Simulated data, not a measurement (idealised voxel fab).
Process module in this document: voxel capacitor over wiring
cross-section cut | 290 nm wide | cells 5 nm
This document writes a cross-section as a grid whose cells are square, and gives it as bands, listed from the top down; one or more rows of cells form a band. Band: top height; bottom height; in nm. Then, left to right: material with width in nm, for each material. "throughout": a single material spanning edge to edge. "blank": empty space. Heads up on the height convention: 0 is the point under which the incoming wafer is all one material, and the lowest band has no bottom, it just keeps going down, like "0 and below". The two numbers in a width such as "30..40" mark its ends across the band: the first belongs to the top row of cells, the second to the bottom row, and from each row to the next the width moves by the same amount. The designation "no change", where it is given for a processing step, indicates that no cell of the cross-section was altered in the course of that step. "Closed cavity list" enumerates empty spaces isolated from the top, with no open way to it, that contain at least 8 cells, giving each as width x height at distance from the left edge, all three in nm. On each step's line, the part that comes after the settings is the simulator's own comment on the step. overlay nm, on a step with a mask: how far to the right of its planned place the mask lay; to the left if negative.

**Process steps - plan**
- 1: RECEIVE, material Si
- 2: CONFORMAL_DEP, material SiO2, thk nm 15
- 3: DIRECTIONAL_DEP, material TiN, thk nm 5
- 4: DIRECTIONAL_DEP, material W, thk nm 25
- 5: DIRECTIONAL_DEP, material aC, thk nm 15
- 6: PATTERN, tone cover, mask id METAL_1, material resist, width nm 30, pitch nm 90, thk nm 30, overlay nm 0
- 7: DIRECTIONAL_ETCH, etch materials aC, depth nm 15
- 8: STRIP, etch materials resist
- 9: DIRECTIONAL_ETCH, etch materials W, depth nm 25
- 10: DIRECTIONAL_ETCH, etch materials TiN, depth nm 5
- 11: STRIP, etch materials aC
- 12: FILL_DEP, material SiO2, thk nm 5
- 13: CMP, height nm 45
- 14: CONFORMAL_DEP, material SiCN, thk nm 5
- 15: DIRECTIONAL_DEP, material lowk, thk nm 20
- 16: MASKED_ETCH, tone open, mask id PLUG_1, width nm 15, etch materials lowk, depth nm 20, overlay nm 0
- 17: MASKED_ETCH, tone open, mask id PLUG_1, width nm 15, etch materials SiCN, depth nm 5, overlay nm 0
- 18: CONFORMAL_DEP, material TiN, thk nm 5
- 19: FILL_DEP, material W, thk nm 10
- 20: CMP, height nm 70
- 21: DIRECTIONAL_DEP, material TiN, thk nm 10
- 22: DIRECTIONAL_DEP, material Al2O3, thk nm 5
- 23: DIRECTIONAL_DEP, material TiN, thk nm 10
- 24: DIRECTIONAL_DEP, material aC, thk nm 15
- 25: PATTERN, tone cover, mask id UPPER_PLATE, material resist, width nm 65, thk nm 35, overlay nm 0
- 26: DIRECTIONAL_ETCH, etch materials aC, depth nm 15
- 27: STRIP, etch materials resist
- 28: DIRECTIONAL_ETCH, etch materials TiN, depth nm 10
- 29: DIRECTIONAL_ETCH, etch materials Al2O3, depth nm 5
- 30: STRIP, etch materials aC
- 31: PATTERN, tone cover, mask id LOWER_PLATE, material resist, width nm 75, thk nm 15, overlay nm 0
- 32: DIRECTIONAL_ETCH, etch materials TiN, depth nm 10
- 33: STRIP, etch materials resist
- 34: FILL_DEP, material SiO2, thk nm 15
- 35: CMP, height nm 105
- 36: MASKED_ETCH, tone open, mask id PLUG_2, width nm 15, etch materials SiO2, depth nm 10, overlay nm 0
- 37: CONFORMAL_DEP, material TiN, thk nm 5
- 38: FILL_DEP, material Cu, thk nm 5
- 39: CMP, height nm 105
- 40: CONFORMAL_DEP, material SiCN, thk nm 5

**Wafer at receipt (post step 1), cross-section**
* 0 and below | Si throughout
* Closed cavity list: none

**This is how the wafer looks in cross-section once the module is done, given the starting state and plan above and one mistake in carrying the plan out**
* 110 down to 105 | SiCN throughout
* 105 down to 100 | 110 nm SiO2; 5 nm TiN; 5 nm Cu; 5 nm TiN; 165 nm SiO2
* 100 down to 95 | 110 nm SiO2; 15 nm TiN; 165 nm SiO2
* 95 down to 85 | 100 nm SiO2; 65 nm TiN; 125 nm SiO2
* 85 down to 80 | 100 nm SiO2; 65 nm Al2O3; 125 nm SiO2
* 80 down to 70 | Al2O3 throughout
* 70 down to 50 | 100 nm lowk; 5 nm TiN; 5 nm W; 5 nm TiN; 175 nm lowk
* 50 down to 45 | 100 nm SiCN; 15 nm TiN; 175 nm SiCN
* 45 down to 20 | 85 nm SiO2; 30 nm W; 60 nm SiO2; 30 nm W; 85 nm SiO2
* 20 down to 15 | 85 nm SiO2; 30 nm TiN; 60 nm SiO2; 30 nm TiN; 85 nm SiO2
* 15 down to 0 | SiO2 throughout
* 0 and below | Si throughout
* Closed cavity list: none
Short version of what went wrong: heads up, step 21 didn't go per plan, it actually ran as DIRECTIONAL_DEP, material Al2O3, thk nm 10
